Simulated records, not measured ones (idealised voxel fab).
The process module that follows is named voxel capacitor over wiring.
The cross-section on display is named cut; it measures 200 nm wide, and its cells are 5 nm squares.
A cross-section is a grid of square cells, given in bands from the top down. A band is one or more rows of cells. Heights first: top, then bottom, in nm. Then materials, left to right, each with a width in nm. "everywhere" on a single material: fills the band edge to edge. "air": empty space. Measure heights from 0. That's the level where, below it, the as-received wafer is all one material. The lowest band is bottomless and extends downward; write it as in "0..down". A width given as "30 to 40" starts at the first number in the band's top row and ends at the second number in its bottom row, shifting by an equal amount at every step from row to row. "remains unaltered" for a step: no cell of the cross-section changed in that step. "Fully sealed cavities": empty spaces of 8 cells or more with no open way to the top, each given as width x height at distance, distance from the left edge, all in nm. Step line, after settings: the simulator's comment on this step. A step's line can hold "overlay nm"; with a mask on that step, the setting says how far right of the planned place the mask lay, while a negative setting says it lay to the left.

[List of planned process steps]
- 1: RECEIVE [material Si]
- 2: CONFORMAL_DEP [material SiO2] [thk nm 15]
- 3: CONFORMAL_DEP [material SiCN] [thk nm 5]
- 4: DIRECTIONAL_DEP [material SiO2] [thk nm 20]
- 5: DIRECTIONAL_DEP [material aC] [thk nm 15]
- 6: PATTERN [tone open] [mask id METAL_1] [material resist] [width nm 25] [pitch nm 90] [thk nm 35] [overlay nm 0]
- 7: DIRECTIONAL_ETCH [etch materials aC] [depth nm 15]
- 8: STRIP [etch materials resist]
- 9: DIRECTIONAL_ETCH [etch materials SiO2] [depth nm 20]
- 10: DIRECTIONAL_ETCH [etch materials SiCN] [depth nm 5]
- 11: STRIP [etch materials aC]
- 12: CONFORMAL_DEP [material TiN] [thk nm 5]
- 13: FILL_DEP [material Cu] [thk nm 10]
- 14: CMP [height nm 40]
- 15: EPI [material Ru] [thk nm 5]
- 16: FILL_DEP [material SiCN] [thk nm 5]
- 17: DIRECTIONAL_DEP [material lowk] [thk nm 10]
- 18: PATTERN [tone open] [mask id PLUG_1] [material resist] [width nm 15] [thk nm 20] [overlay nm 0]
- 19: DIRECTIONAL_ETCH [etch materials lowk] [depth nm 10]
- 20: DIRECTIONAL_ETCH [etch materials SiCN] [depth nm 5]
- 21: STRIP [etch materials resist]
- 22: EPI [material Ru] [thk nm 10]
- 23: EPI [material Ru] [thk nm 5]
- 24: DIRECTIONAL_DEP [material TiN] [thk nm 10]
- 25: DIRECTIONAL_DEP [material HfO2] [thk nm 5]
- 26: DIRECTIONAL_DEP [material TiN] [thk nm 5]
- 27: DIRECTIONAL_DEP [material aC] [thk nm 10]
- 28: PATTERN [tone cover] [mask id UPPER_PLATE] [material resist] [width nm 70] [thk nm 25] [overlay nm 0]
- 29: DIRECTIONAL_ETCH [etch materials aC] [depth nm 10]
- 30: STRIP [etch materials resist]
- 31: DIRECTIONAL_ETCH [etch materials TiN] [depth nm 5]
- 32: DIRECTIONAL_ETCH [etch materials HfO2] [depth nm 5]
- 33: STRIP [etch materials aC]
- 34: PATTERN [tone cover] [mask id LOWER_PLATE] [material resist] [width nm 80] [thk nm 15] [overlay nm 0]
- 35: DIRECTIONAL_ETCH [etch materials TiN] [depth nm 10]
- 36: STRIP [etch materials resist]
- 37: FILL_DEP [material SiO2] [thk nm 20]
- 38: CMP [height nm 95]
- 39: DIRECTIONAL_DEP [material aC] [thk nm 15]
- 40: PATTERN [tone open] [mask id PLUG_2] [material resist] [width nm 15] [thk nm 30] [overlay nm 0]
- 41: DIRECTIONAL_ETCH [etch materials aC] [depth nm 15]
- 42: STRIP [etch materials resist]
- 43: DIRECTIONAL_ETCH [etch materials SiO2] [depth nm 15]
- 44: STRIP [etch materials aC]
- 45: CONFORMAL_DEP [material TiN] [thk nm 5]
- 46: FILL_DEP [material Ru] [thk nm 5]
- 47: CMP [height nm 95]
- 48: CONFORMAL_DEP [material SiCN] [thk nm 5]

[Cross-section: wafer on arrival = after step 1]
    0..down = Si everywhere
    Fully sealed cavities: none

[Same starting wafer, same plan as above, one mistake in the execution; this is the cross-section at the end of the module]
    100..95 = SiCN everywhere
    95..85 = 60 nm SiO2 / 5 nm TiN / 5 nm Ru / 5 nm TiN / 125 nm SiO2
    85..80 = 60 nm SiO2 / 15 nm TiN / 125 nm SiO2
    80..75 = 50 nm SiO2 / 35 nm TiN / 25 nm SiO2 / 10 nm TiN / 80 nm SiO2
    75..70 = 50 nm SiO2 / 35 nm HfO2 / 25 nm SiO2 / 10 nm HfO2 / 80 nm SiO2
    70..65 = 45 nm SiO2 / 40 nm TiN / 25 nm SiO2 / 15 nm TiN / 75 nm SiO2
    65..60 = 45 nm SiO2 / 80 nm TiN / 75 nm SiO2
    60..55 = 20 nm SiO2 / 30 nm Ru / 15 nm lowk / 20 nm Ru / 25 nm HfO2 / 65 nm Ru / 25 nm SiO2
    55..50 = 20 nm SiO2 / 30 nm Ru / 15 nm lowk / 20 nm Ru / 25 nm TiN / 65 nm Ru / 25 nm SiO2
    50..45 = 20 nm SiO2 / 30 nm Ru / 15 nm SiCN / 20 nm Ru / 25 nm TiN / 65 nm Ru / 25 nm SiO2
    45..40 = 35 nm SiCN / 35 nm Ru / 55 nm SiCN / 35 nm Ru / 40 nm SiCN
    40..20 = 40 nm SiO2 / 5 nm TiN / 15 nm Cu / 5 nm TiN / 65 nm SiO2 / 5 nm TiN / 15 nm Cu / 5 nm TiN / 45 nm SiO2
    20..15 = 40 nm SiCN / 25 nm TiN / 65 nm SiCN / 25 nm TiN / 45 nm SiCN
    15..0 = SiO2 everywhere
    0..down = Si everywhere
    Fully sealed cavities: none
Processing error: it should be noted that step 18 was executed with settings other than those planned, the operation and settings actually applied being PATTERN [tone cover] [mask id PLUG_1] [material resist] [width nm 15] [thk nm 20] [overlay nm 0]
